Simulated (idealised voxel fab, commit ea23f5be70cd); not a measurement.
This is a process module. Its name is voxel ribs on slabs.
FYI the section here is cut, 250 nm wide, cells are 5 nm squares.
A cross-section in this document is a grid of square cells, and it is written down as bands, the top band listed before the ones below it; a band is made up of one or more rows of cells. Band: top height; bottom height; in nm. Then, left to right: material with width in nm, for each material. "all across": a single material spanning edge to edge. "empty": empty space. For the purposes of this specification, 0 denotes the height below which the wafer in its as-received condition is composed wholly of one material, and the lowermost band, lacking a lower limit, extends downward without end, as expressed in "0 nm and below". A width such as "30 to 40" changes by the same amount from each row of cells to the next, from the band's top row to its bottom row. Any step labelled "nothing was modified" changed none of the cells in the cross-section. Listed in "Trapped voids": every empty space of 8 or more cells without an open way to the top. Form: width x height at distance, the distance being from the left edge, all in nm. Post-settings text on a step line: simulator's own remark regarding the step. overlay nm: step with mask; distance mask lay right of planned place; negative value = left of planned place.
**The planned process steps are enumerated hereunder**
1) RECEIVE | material Si
2) DIRECTIONAL_DEP | material SiO2 | thk nm 30
3) DIRECTIONAL_DEP | material SiN | thk nm 15
4) PATTERN | tone cover | mask id RIB | material resist | width nm 25 | thk nm 15 | overlay nm 0
5) DIRECTIONAL_ETCH | etch materials SiN | depth nm 5
6) STRIP | etch materials resist
7) MASKED_ETCH | tone cover | mask id SLAB | width nm 55 | etch materials SiN | depth nm 10 | overlay nm 0
8) FILL_DEP | material SiO2 | thk nm 20
9) CMP | height nm 60
10) DIRECTIONAL_DEP | material W | thk nm 5
11) MASKED_ETCH | tone cover | mask id HEATER | width nm 35 | etch materials W | depth nm 5 | overlay nm 0
12) CONFORMAL_DEP | material SiN | thk nm 10
**As-received wafer cross-section (after step 1)**
	0 nm and below  Si all across
	Trapped voids: none
**As-planned run: cross-section of the first of two wafers at end of module**
	75 nm to 70 nm  empty 95 nm, then SiN 55 nm, then empty 100 nm
	70 nm to 65 nm  SiN all across
	65 nm to 60 nm  SiN 105 nm, then W 35 nm, then SiN 110 nm
	60 nm to 45 nm  SiO2 all across
	45 nm to 40 nm  SiO2 110 nm, then SiN 25 nm, then SiO2 115 nm
	40 nm to 30 nm  SiO2 95 nm, then SiN 55 nm, then SiO2 100 nm
	30 nm to 0 nm  SiO2 all across
	0 nm and below  Si all across
	Trapped voids: none
**This is the second of the two wafers, cross-sectioned at the end of the module; it started exactly like the first and was given the same plan, but it was run with one mistake**
	75 nm to 70 nm  empty 95 nm, then SiN 55 nm, then empty 100 nm
	70 nm to 65 nm  SiN all across
	65 nm to 60 nm  SiN 105 nm, then W 35 nm, then SiN 110 nm
	60 nm to 45 nm  SiO2 all across
	45 nm to 40 nm  SiO2 110 nm, then SiN 25 nm, then SiO2 115 nm
	40 nm to 30 nm  SiO2 105 nm, then SiN 55 nm, then SiO2 90 nm
	30 nm to 0 nm  SiO2 all across
	0 nm and below  Si all across
	Trapped voids: none
Diagnosis: step 7 was processed under conditions differing from the plan, specifically as MASKED_ETCH | tone cover | mask id SLAB | width nm 55 | etch materials SiN | depth nm 10 | overlay nm 10
End check, second vs first wafer: material counts in cells match, positions do not.
